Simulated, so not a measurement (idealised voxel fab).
Title: Process Module voxel transistor to metal
FYI the section here is cut, 185 nm wide, cells are 5 nm squares.
Throughout this document, each cross-section is represented as a grid of square cells and is presented as a sequence of bands enumerated from the top downward, where a band comprises one or more rows of cells.
A band entry consists of two parts. The first gives the height of the band's top and the height of its bottom, in nm. The rest lists the band's materials from left to right, each with its width in nm. A single material labelled with the word "all across" fills the band from edge to edge, and the word "empty" marks empty space.
Note: height 0 marks the level under which the wafer is uniformly one material as received. Lowest band unbounded below, written "z 0 and below".
The width entry "30..40" should be interpreted row by row: the top row of cells in the band takes the first number, the bottom row takes the second number, and the change between adjacent rows is uniform throughout.
When a step is marked "nothing different", none of the cells in the cross-section changed during that step.
"Catalogued sealed voids" means: voids of 8 cells or more that are shut off from the top with no open way through. Written width x height at distance, distance from the left edge, in nm.
Where a step's line continues beyond its settings, the continuation is a remark by the simulator itself on that step.
overlay nm: right-of-plan distance of the mask on a masked step; negative values mean left-of-plan.
### Process steps foreseen in the plan
step 1: RECEIVE (material Si)
step 2: CONFORMAL_DEP (material SiO2; thk nm 5)
step 3: CONFORMAL_DEP (material SiN; thk nm 10)
step 4: DIRECTIONAL_DEP (material aC; thk nm 15)
step 5: PATTERN (tone cover; mask id ACTIVE; material resist; width nm 100; thk nm 30; overlay nm 0)
step 6: DIRECTIONAL_ETCH (etch materials aC; depth nm 15)
step 7: STRIP (etch materials resist)
step 8: DIRECTIONAL_ETCH (etch materials SiN; depth nm 10)
step 9: DIRECTIONAL_ETCH (etch materials SiO2; depth nm 5)
step 10: DIRECTIONAL_ETCH (etch materials Si; depth nm 30)
step 11: STRIP (etch materials aC)
step 12: FILL_DEP (material SiO2; thk nm 15)
step 13: CMP (height nm 15)
step 14: SELECTIVE_ETCH (etch materials SiO2; depth nm 10)
step 15: STRIP (etch materials SiN)
step 16: SELECTIVE_ETCH (etch materials SiO2; depth nm 5)
step 17: OXIDIZE (depth nm 5)
step 18: DIRECTIONAL_DEP (material polySi; thk nm 25)
step 19: DIRECTIONAL_DEP (material SiCN; thk nm 10)
step 20: DIRECTIONAL_DEP (material aC; thk nm 15)
step 21: PATTERN (tone cover; mask id GATE; material resist; width nm 20; thk nm 35; overlay nm 0)
step 22: DIRECTIONAL_ETCH (etch materials aC; depth nm 15)
step 23: STRIP (etch materials resist)
step 24: DIRECTIONAL_ETCH (etch materials SiCN; depth nm 20)
step 25: DIRECTIONAL_ETCH (etch materials polySi; depth nm 35)
step 26: STRIP (etch materials aC)
step 27: CONFORMAL_DEP (material SiN; thk nm 10)
step 28: DIRECTIONAL_ETCH (etch materials SiN; depth nm 10)
step 29: DIRECTIONAL_ETCH (etch materials SiO2; depth nm 5)
step 30: DIRECTIONAL_ETCH (etch materials Si; depth nm 10)
step 31: EPI (material SiGe; thk nm 15)
step 32: FILL_DEP (material SiO2; thk nm 5)
step 33: CMP (height nm 35)
step 34: DIRECTIONAL_DEP (material SiO2; thk nm 10)
step 35: PATTERN (tone open; mask id CONTACT; material resist; width nm 30; pitch nm 60; thk nm 15; overlay nm 0)
step 36: DIRECTIONAL_ETCH (etch materials SiO2; depth nm 45)
step 37: STRIP (etch materials resist)
step 38: CONFORMAL_DEP (material TiN; thk nm 5)
step 39: FILL_DEP (material W; thk nm 10)
step 40: CMP (height nm 45)
step 41: CONFORMAL_DEP (material SiN; thk nm 5)
step 42: DIRECTIONAL_DEP (material SiO2; thk nm 20)
step 43: MASKED_ETCH (tone open; mask id METAL_1; width nm 15; pitch nm 75; etch materials SiO2; depth nm 20; overlay nm 0)
step 44: MASKED_ETCH (tone open; mask id METAL_1; width nm 15; pitch nm 75; etch materials SiN; depth nm 5; overlay nm 0)
step 45: CONFORMAL_DEP (material TiN; thk nm 5)
step 46: FILL_DEP (material Cu; thk nm 10)
step 47: CMP (height nm 70)
step 48: CONFORMAL_DEP (material SiCN; thk nm 5)
step 49: DIRECTIONAL_DEP (material SiO2; thk nm 25)
step 50: PATTERN (tone open; mask id METAL_2; material resist; width nm 15; pitch nm 75; thk nm 15; overlay nm 0)
step 51: DIRECTIONAL_ETCH (etch materials SiO2; depth nm 15)
step 52: STRIP (etch materials resist)
step 53: DIRECTIONAL_DEP (material aC; thk nm 15)
step 54: PATTERN (tone open; mask id METAL_2_HOLES; material resist; width nm 15; pitch nm 75; thk nm 35; overlay nm 0)
step 55: DIRECTIONAL_ETCH (etch materials aC; depth nm 15)
step 56: STRIP (etch materials resist)
step 57: DIRECTIONAL_ETCH (etch materials SiO2; depth nm 10)
step 58: DIRECTIONAL_ETCH (etch materials SiCN; depth nm 5)
step 59: STRIP (etch materials aC)
step 60: CONFORMAL_DEP (material TiN; thk nm 5)
step 61: FILL_DEP (material Cu; thk nm 10)
step 62: CMP (height nm 100)
step 63: CONFORMAL_DEP (material SiN; thk nm 5)
### Received-state cross-section, reflecting completion of step 1
> z 0 and below | Si all across
> Catalogued sealed voids: none
### Below is the wafer in cross-section after the module was completed. It began from the starting point shown above and followed the plan shown above, except that one mistake was made while running it
> z 105 to 100 | SiN all across
> z 100 to 75 | SiO2=45 / TiN=5 / Cu=5 / TiN=5 / SiO2=60 / TiN=5 / Cu=5 / TiN=5 / SiO2=50
> z 75 to 70 | SiCN=45 / TiN=15 / SiCN=60 / TiN=15 / SiCN=50
> z 70 to 50 | SiO2=45 / TiN=5 / Cu=5 / TiN=5 / SiO2=60 / TiN=5 / Cu=5 / TiN=5 / SiO2=50
> z 50 to 45 | SiN=45 / TiN=15 / SiN=60 / TiN=15 / SiN=50
> z 45 to 35 | SiO2=45 / TiN=5 / W=20 / TiN=5 / SiO2=30 / TiN=5..15 / W=20..10 / TiN=5 / SiO2=50
> z 35 to 25 | SiO2=45 / TiN=5 / W=20 / TiN=5 / SiN=10 / SiCN=20 / SiN=10 / TiN=5 / W=10 / TiN=5 / SiO2=50
> z 25 to 15 | SiO2=45 / TiN=5 / W=20 / TiN=5 / SiN=10 / polySi=20 / SiN=10 / TiN=5 / W=10 / TiN=5 / SiO2=50
> z 15 to 10 | SiO2=45 / TiN=5 / W=5 / TiN=20 / SiN=10 / polySi=20 / SiN=10 / TiN=20 / SiO2=50
> z 10 to 5 | SiO2=45 / TiN=5 / W=5 / TiN=5 / SiGe=15 / SiN=10 / polySi=20 / SiN=10 / SiGe=15 / TiN=5 / SiO2=50
> z 5 to 0 | SiO2=45 / TiN=15 / SiGe=15 / SiN=10 / polySi=20 / SiN=10 / SiGe=15 / TiN=5 / SiO2=50
> z 0 to -5 | SiO2=35 / SiGe=40 / SiO2=40 / SiGe=30 / SiO2=40
> z -5 to -15 | SiO2=40 / SiGe=35 / Si=40 / SiGe=25 / SiO2=45
> z -15 to -30 | SiO2=40 / Si=100 / SiO2=45
> z -30 and below | Si all across
> Catalogued sealed voids: none
Deviation noted in wafer processing: it should be noted that step 21 was executed with settings other than those planned, the operation and settings actually applied being PATTERN (tone cover; mask id GATE; material resist; width nm 20; thk nm 35; overlay nm 5)
